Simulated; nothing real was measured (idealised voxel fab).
The name of this process module is voxel ribs on slabs.
We display cut, a cross-section 185 nm in width whose square cells are each 5 nm.
Throughout this document, each cross-section is represented as a grid of square cells and is presented as a sequence of bands enumerated from the top downward, where a band comprises one or more rows of cells.
Quick guide to a band line: top height, bottom height (nm) up front; then every material left to right with its width in nm. Only one material and it's marked "edge to edge"? Then it fills the band edge to edge. And "empty" just means empty space.
Zero point of the height axis is 0; under it, received wafer = one material. Lowest band: continues down indefinitely, "0 -> down".
So if you see something like "30->40" for the width, read it as the top row of the band sitting at the first number and the bottom row at the second, with every row in between moving by the same amount as the last.
Any step labelled "remains unaltered" changed none of the cells in the cross-section.
"Cavities, sealed" contains a list of empty spaces, each no smaller than 8 cells and without an open way to the top, written in the form width x height at distance with the distance from the left edge and all three in nm.
Heads up: the bit after the settings on a step's line is the simulator's remark on that step.
The setting "overlay nm" may be written on the line of a step. When the step uses a mask, the value reports how far to the right of the planned place the mask lay, and a negative value reports that it lay to the left.
## These are the steps we planned for the process
1 op RECEIVE | material Si
2 op DIRECTIONAL_DEP | material SiO2 | thk nm 30
3 op DIRECTIONAL_DEP | material polySi | thk nm 20
4 op PATTERN | tone cover | mask id RIB | material resist | width nm 25 | thk nm 20 | overlay nm 0
5 op DIRECTIONAL_ETCH | etch materials polySi | depth nm 15
6 op STRIP | etch materials resist
7 op PATTERN | tone cover | mask id SLAB | material resist | width nm 75 | thk nm 20 | overlay nm 0
8 op DIRECTIONAL_ETCH | etch materials polySi | depth nm 5
9 op STRIP | etch materials resist
10 op FILL_DEP | material SiO2 | thk nm 30
11 op CMP | height nm 70
12 op DIRECTIONAL_DEP | material W | thk nm 10
13 op DIRECTIONAL_DEP | material aC | thk nm 10
14 op PATTERN | tone cover | mask id HEATER | material resist | width nm 35 | thk nm 30 | overlay nm 0
15 op DIRECTIONAL_ETCH | etch materials aC | depth nm 10
16 op STRIP | etch materials resist
17 op DIRECTIONAL_ETCH | etch materials W | depth nm 10
18 op STRIP | etch materials aC
19 op CONFORMAL_DEP | material SiN | thk nm 5
## As-received wafer cross-section (after step 1)
> 0 -> down: Si edge to edge
> Cavities, sealed: none
## Starting structure and process plan are as shown above, but one mistake was made in running the module; the wafer cross-section at the end of the module follows
> 85 -> 80: empty=70 | SiN=45 | empty=70
> 80 -> 75: empty=70 | SiN=5 | W=35 | SiN=5 | empty=70
> 75 -> 70: SiN=75 | W=35 | SiN=75
> 70 -> 60: SiO2=80->55 | polySi=25->75 | SiO2=80->55
> 60 -> 0: SiO2 edge to edge
> 0 -> down: Si edge to edge
> Cavities, sealed: none
Short version of what went wrong: twice, step 2 of the plan was run
